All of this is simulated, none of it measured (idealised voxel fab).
process module | voxel gate over fins
cross-section cut | 290 nm wide | cells 5 nm
A cross-section is a grid of square cells, given in bands from the top down. A band is one or more rows of cells.
Each band's line starts with the height of the band's top and of its bottom, in nm. Then come its materials from left to right, each with its width in nm. One material with "throughout" fills the band from edge to edge. "air" is empty space.
Height 0 is the level under which the wafer as received is all one material. The lowest band goes on downwards, as in "0 down".
A width such as "30 to 40" changes by the same amount from each row of cells to the next, from the band's top row to its bottom row.
"no change" after a step means that no cell of the cross-section changed.
closed voids: empty space of 8 cells or more with no open way to the top, each as width x height at its distance from the left edge, in nm
after a step's settings: what the simulator itself notes on the step
overlay nm, on a step with a mask: how far to the right of its planned place the mask lay; to the left if negative
plan
1 op RECEIVE | material Si
2 op CONFORMAL_DEP | material SiN | thk nm 5
3 op MASKED_ETCH | tone cover | mask id FINS | width nm 15 | pitch nm 40 | etch materials SiN | depth nm 5 | overlay nm 0
4 op MASKED_ETCH | tone cover | mask id FINS | width nm 15 | pitch nm 40 | etch materials Si | depth nm 30 | overlay nm 0
5 op FILL_DEP | material SiO2 | thk nm 10
6 op CMP | height nm 5
7 op SELECTIVE_ETCH | etch materials SiO2 | depth nm 15
8 op STRIP | etch materials SiN
9 op CONFORMAL_DEP | material HfO2 | thk nm 5
10 op CONFORMAL_DEP | material TiN | thk nm 5
11 op CONFORMAL_DEP | material TiAl | thk nm 5
12 op CONFORMAL_DEP | material TiN | thk nm 5
13 op FILL_DEP | material W | thk nm 10
14 op CMP | height nm 25
15 op CONFORMAL_DEP | material SiCN | thk nm 10
varied across the wafers: width nm of step 3. The plan shows the first wafer's value. All wafers start alike
first wafer as received, after step 1
  0 down: Si throughout
  closed voids: none
first wafer at the end, after step 15
  35 to 25: SiCN throughout
  25 to 20: W throughout
  20 to 15: W 95 | TiN 95 | W 100
  15 to 10: W 95 | TiN 5 | TiAl 85 | TiN 5 | W 100
  10 to 5: TiN 100 | TiAl 5 | TiN 35 | TiAl 5 | TiN 35 | TiAl 5 | TiN 105
  5 to 0: TiAl 105 | TiN 5 | HfO2 25 | TiN 5 | TiAl 5 | TiN 5 | HfO2 25 | TiN 5 | TiAl 110
  0 to -5: TiN 110 | HfO2 5 | Si 15 | HfO2 5 | TiN 15 | HfO2 5 | Si 15 | HfO2 5 | TiN 115
  -5 to -10: HfO2 115 | Si 15 | HfO2 25 | Si 15 | HfO2 120
  -10 to -30: SiO2 115 | Si 15 | SiO2 25 | Si 15 | SiO2 120
  -30 down: Si throughout
  closed voids: none
last wafer at the end
  35 to 25: SiCN throughout
  25 to 20: W throughout
  20 to 15: W 90 | TiN 105 | W 95
  15 to 10: W 90 | TiN 5 | TiAl 95 | TiN 5 | W 95
  10 to 5: TiN 95 | TiAl 5 | TiN 85 | TiAl 5 | TiN 100
  5 to 0: TiAl 100 | TiN 5 | HfO2 35 | TiN 5 | HfO2 35 | TiN 5 | TiAl 105
  0 to -5: TiN 105 | HfO2 5 | Si 25 | HfO2 5 | TiN 5 | HfO2 5 | Si 25 | HfO2 5 | TiN 110
  -5 to -10: HfO2 110 | Si 25 | HfO2 15 | Si 25 | HfO2 115
  -10 to -30: SiO2 110 | Si 25 | SiO2 15 | Si 25 | SiO2 115
  -30 down: Si throughout
  closed voids: none
each wafer at the end: cells of each material gained (+) or lost (-) since it was received, then its closed voids
width nm 15 | +66 HfO2 | -312 Si | +116 SiCN | +208 SiO2 | +64 TiAl | +128 TiN | +136 W | closed voids: none
width nm 20 | +66 HfO2 | -300 Si | +116 SiCN | +200 SiO2 | +62 TiAl | +128 TiN | +134 W | closed voids: none
width nm 25 | +66 HfO2 | -288 Si | +116 SiCN | +192 SiO2 | +62 TiAl | +126 TiN | +132 W | closed voids: none
